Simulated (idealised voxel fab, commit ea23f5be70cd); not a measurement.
The document below concerns the process module designated voxel gate over fins.
Section shown: cut. Width: 215 nm. Cell size: 5 nm, square.
The cross-sections in this document take the form of a grid made of square cells. They are written out as bands, in order from top to bottom. Each band consists of one or more rows of cells.
Heights first: top, then bottom, in nm. Then materials, left to right, each with a width in nm. "edge to edge" on a single material: fills the band edge to edge. "empty": empty space.
Height is counted from the level 0, under which the received wafer is composed throughout of one material. The lowest of the bands is not closed at the bottom but continues downward, in the notation "0 down".
Read "30->40" as a graded width: first number on top, second number at the bottom, same change between each pair of neighbouring rows.
You'll sometimes find "identical to before" written for a step, and that's the way of saying that nowhere in the cross-section did a cell change during that step.
In the "Closed-off voids" entry, you get each enclosed empty space of 8 cells or more, one with no open way to the top, written width x height at distance, distance from the left edge, in nm.
The remark found on a step's line after its settings is issued by the simulator itself and pertains to that step.
On any step carrying a mask, the "overlay nm" setting, if present on the step's line, tells how far right of its planned place the mask lay; negative values point to the left.
### The planned process steps are enumerated hereunder
1,RECEIVE, material Si
2,CONFORMAL_DEP, material SiN, thk nm 5
3,PATTERN, tone cover, mask id FINS, material resist, width nm 15, pitch nm 50, thk nm 20, overlay nm 0
4,DIRECTIONAL_ETCH, etch materials SiN, depth nm 5
5,DIRECTIONAL_ETCH, etch materials Si, depth nm 40
6,STRIP, etch materials resist
7,FILL_DEP, material SiO2, thk nm 5
8,CMP, height nm 5
9,PATTERN, tone open, mask id RAIL, material resist, width nm 15, thk nm 20, overlay nm -15
10,DIRECTIONAL_ETCH, etch materials SiO2, depth nm 40
11,STRIP, etch materials resist
12,CONFORMAL_DEP, material TiN, thk nm 5
13,FILL_DEP, material Ru, thk nm 10
14,CMP, height nm 5
15,SELECTIVE_ETCH, etch materials W Ru TiN, depth nm 25
16,FILL_DEP, material SiO2, thk nm 5
17,CMP, height nm 5
18,SELECTIVE_ETCH, etch materials SiO2, depth nm 15
19,STRIP, etch materials SiN
20,CONFORMAL_DEP, material HfO2, thk nm 5
21,CONFORMAL_DEP, material TiN, thk nm 5
22,CONFORMAL_DEP, material TiAl, thk nm 5
23,CONFORMAL_DEP, material TiN, thk nm 5
24,FILL_DEP, material W, thk nm 10
25,CMP, height nm 25
26,CONFORMAL_DEP, material SiN, thk nm 5
What sets these wafers apart? The overlay nm at step 9. They all start alike, and the plan carries the first wafer's value.
### As received, i.e. after step 1: cross-section through the first of several wafers
> 0 down = Si edge to edge
> Closed-off voids: none
### Every row in this table is a wafer at the end of the module, and it gives, for each of the materials, the cells that wafer has gained (+) or lost (-) since it was received, then its closed voids
overlay nm -15 | +59 HfO2 | -248 Si | +43 SiN | +180 SiO2 | +59 TiAl | +118 TiN | +47 W | Closed-off voids: none
overlay nm -10 | +59 HfO2 | +2 Ru | -248 Si | +43 SiN | +177 SiO2 | +59 TiAl | +119 TiN | +47 W | Closed-off voids: none
overlay nm -5 | +59 HfO2 | +2 Ru | -248 Si | +43 SiN | +177 SiO2 | +59 TiAl | +119 TiN | +47 W | Closed-off voids: none
overlay nm 0 | +59 HfO2 | +2 Ru | -248 Si | +43 SiN | +177 SiO2 | +59 TiAl | +119 TiN | +47 W | Closed-off voids: none
overlay nm 5 | +59 HfO2 | +2 Ru | -248 Si | +43 SiN | +177 SiO2 | +59 TiAl | +119 TiN | +47 W | Closed-off voids: none
overlay nm 10 | +59 HfO2 | +2 Ru | -248 Si | +43 SiN | +177 SiO2 | +59 TiAl | +119 TiN | +47 W | Closed-off voids: none
overlay nm 15 | +59 HfO2 | -248 Si | +43 SiN | +180 SiO2 | +59 TiAl | +118 TiN | +47 W | Closed-off voids: none
